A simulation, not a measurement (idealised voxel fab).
voxel wiring stack: a process module
Each square cell in cross-section cut measures 5 nm, and the section as a whole is 225 nm wide.
Square cells in a grid make up a cross-section in this document, and the grid is given as bands, listed from the top down, each one or more rows of cells.
Heads up on the band format: heights come first, top then bottom, in nm. After that it's the materials left to right, each with its width in nm. A single material flagged "edge to edge" fills the whole band edge to edge, and "empty" means there's empty space there.
Height datum 0, below which the as-received substrate wafer is one material. Lowest band open at the bottom, running downward: "0..down".
When a width is written as two numbers, as in "30 to 40", the first number is the width in the top row of cells of the band and the second is the width in its bottom row, and the width changes by the same amount from each row to the next.
Step note "no change occurred" = no cross-section cell changed.
Voids not open to the top, 8 cells minimum: see "Enclosed internal voids". Written width x height at distance; distance is from the left edge; nm.
If you see something after the settings on a step's line, that's the simulator's own remark about that step.
The "overlay nm" setting may appear on a step's line; for a step that uses a mask, it gives how far to the right of its planned position the mask lay, and a negative value indicates the left.

INTENDED PROCESS STEPS
1. RECEIVE [material Si]
2. CONFORMAL_DEP [material SiO2] [thk nm 10]
3. DIRECTIONAL_DEP [material TiN] [thk nm 5]
4. DIRECTIONAL_DEP [material Ru] [thk nm 15]
5. PATTERN [tone cover] [mask id METAL_1] [material resist] [width nm 25] [pitch nm 45] [thk nm 20] [overlay nm 0]
6. DIRECTIONAL_ETCH [etch materials Ru] [depth nm 15]
7. DIRECTIONAL_ETCH [etch materials TiN] [depth nm 5]
8. STRIP [etch materials resist]
9. FILL_DEP [material lowk] [thk nm 5]
10. CMP [height nm 30]
11. CONFORMAL_DEP [material SiCN] [thk nm 5]
12. DIRECTIONAL_DEP [material lowk] [thk nm 30]
13. MASKED_ETCH [tone open] [mask id METAL_2_HOLES] [width nm 15] [pitch nm 45] [etch materials lowk] [depth nm 30] [overlay nm 0]
14. MASKED_ETCH [tone open] [mask id METAL_2] [width nm 25] [pitch nm 45] [etch materials lowk] [depth nm 20] [overlay nm -15]
15. MASKED_ETCH [tone open] [mask id METAL_2] [width nm 25] [pitch nm 45] [etch materials SiCN] [depth nm 5] [overlay nm 0]
16. CONFORMAL_DEP [material TiN] [thk nm 5]
17. FILL_DEP [material Cu] [thk nm 5]
18. CMP [height nm 65]
19. CONFORMAL_DEP [material SiN] [thk nm 5]
All wafers enter the flow in the same state. The overlay nm at step 14 differs from wafer to wafer, and the plan gives the value for the first wafer.

INCOMING STATE OF THE FIRST OF SEVERAL WAFERS IN CROSS-SECTION: AFTER STEP 1
	0..down = Si edge to edge
	Enclosed internal voids: none

SO IN THIS TABLE EVERY WAFER GETS ITS OWN ROW, AND WHAT YOU SEE IS WHERE IT STANDS AT THE END OF THE MODULE: FOR EACH MATERIAL, HOW MANY CELLS IT PICKED UP (+) OR GAVE UP (-) SINCE WE RECEIVED IT, AND AFTER THAT ITS CLOSED VOIDS
overlay nm -15; +45 Cu; +45 Ru; +36 SiCN; +45 SiN; +90 SiO2; +69 TiN; +300 lowk; Enclosed internal voids: none
overlay nm -10; +36 Cu; +45 Ru; +36 SiCN; +45 SiN; +90 SiO2; +66 TiN; +312 lowk; Enclosed internal voids: none
overlay nm -5; +36 Cu; +45 Ru; +36 SiCN; +45 SiN; +90 SiO2; +66 TiN; +312 lowk; Enclosed internal voids: none
overlay nm 0; +36 Cu; +45 Ru; +36 SiCN; +45 SiN; +90 SiO2; +66 TiN; +312 lowk; Enclosed internal voids: none
overlay nm 5; +45 Cu; +45 Ru; +36 SiCN; +45 SiN; +90 SiO2; +69 TiN; +300 lowk; Enclosed internal voids: none
overlay nm 10; +54 Cu; +45 Ru; +36 SiCN; +45 SiN; +90 SiO2; +72 TiN; +288 lowk; Enclosed internal voids: none
overlay nm 15; +63 Cu; +45 Ru; +36 SiCN; +45 SiN; +90 SiO2; +75 TiN; +276 lowk; Enclosed internal voids: none
